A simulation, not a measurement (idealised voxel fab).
The document below concerns the process module designated voxel self aligned contacts.
The cross-section shown here is cut; it is 290 nm wide and divided into square cells measuring 5 nm on a side.
A cross-section is a grid of square cells, given in bands from the top down. A band is one or more rows of cells. Per band: top height and bottom height in nm, followed by the left-to-right materials and their widths in nm; "all across" marks a single material spanning edge to edge, "empty" marks empty space. Measure heights from 0. That's the level where, below it, the as-received wafer is all one material. The lowest band is bottomless and extends downward; write it as in "0 nm and below". When a width is written as two numbers, as in "30..40", the first number is the width in the top row of cells of the band and the second is the width in its bottom row, and the width changes by the same amount from each row to the next. A step reported as "same as before" is a step in which no cell of the cross-section changed. "Cavities, sealed" - sealed voids, min. 8 cells, no opening to top; format: width x height at distance (distance from left edge; nm throughout). That trailing text on a step's line, after the settings, is the simulator's own remark on the step. When a step includes a mask, the "overlay nm" setting on its line states how far to the right of its planned place that mask lay, and negative values state how far to the left.
-- Listed below are the process steps as planned
step 1: RECEIVE [material Si]
step 2: CONFORMAL_DEP [material SiO2] [thk nm 5]
step 3: DIRECTIONAL_DEP [material polySi] [thk nm 25]
step 4: DIRECTIONAL_DEP [material SiN] [thk nm 20]
step 5: DIRECTIONAL_DEP [material aC] [thk nm 10]
step 6: PATTERN [tone cover] [mask id GATE] [material resist] [width nm 35] [pitch nm 80] [thk nm 25] [overlay nm 0]
step 7: DIRECTIONAL_ETCH [etch materials aC] [depth nm 10]
step 8: STRIP [etch materials resist]
step 9: DIRECTIONAL_ETCH [etch materials SiN] [depth nm 20]
step 10: DIRECTIONAL_ETCH [etch materials polySi] [depth nm 25]
step 11: STRIP [etch materials aC]
step 12: CONFORMAL_DEP [material SiN] [thk nm 10]
step 13: DIRECTIONAL_ETCH [etch materials SiN] [depth nm 10]
step 14: FILL_DEP [material SiO2] [thk nm 15]
step 15: CMP [height nm 55]
step 16: MASKED_ETCH [tone open] [mask id CONTACT] [width nm 65] [pitch nm 80] [etch materials SiO2] [depth nm 55] [overlay nm 0]
step 17: CONFORMAL_DEP [material TiN] [thk nm 5]
step 18: FILL_DEP [material W] [thk nm 5]
step 19: CMP [height nm 55]
step 20: CONFORMAL_DEP [material SiN] [thk nm 5]
-- This is the cross-section of the wafer as we received it, i.e. after step 1
    0 nm and below | Si all across
    Cavities, sealed: none
-- Module complete, cross-section. Starting point and plan per above. One mistake made in running the module
    60 nm to 55 nm | SiN all across
    55 nm to 50 nm | SiO2 70 nm; TiN 15 nm; W 35 nm; TiN 15 nm; SiO2 15 nm; TiN 15 nm; W 35 nm; TiN 15 nm; SiO2 75 nm
    50 nm to 30 nm | SiO2 45 nm; SiN 35 nm; TiN 5 nm; W 35 nm; TiN 5 nm; SiN 35 nm; TiN 5 nm; W 35 nm; TiN 5 nm; SiN 35 nm; SiO2 50 nm
    30 nm to 5 nm | SiO2 45 nm; polySi 35 nm; TiN 5 nm; W 35 nm; TiN 5 nm; polySi 35 nm; TiN 5 nm; W 35 nm; TiN 5 nm; polySi 35 nm; SiO2 50 nm
    5 nm to 0 nm | SiO2 80 nm; TiN 45 nm; SiO2 35 nm; TiN 45 nm; SiO2 85 nm
    0 nm and below | Si all across
    Cavities, sealed: none
Deviation noted in wafer processing: note that step 12 departed from the planned setting and was carried out as CONFORMAL_DEP [material SiO2] [thk nm 10]
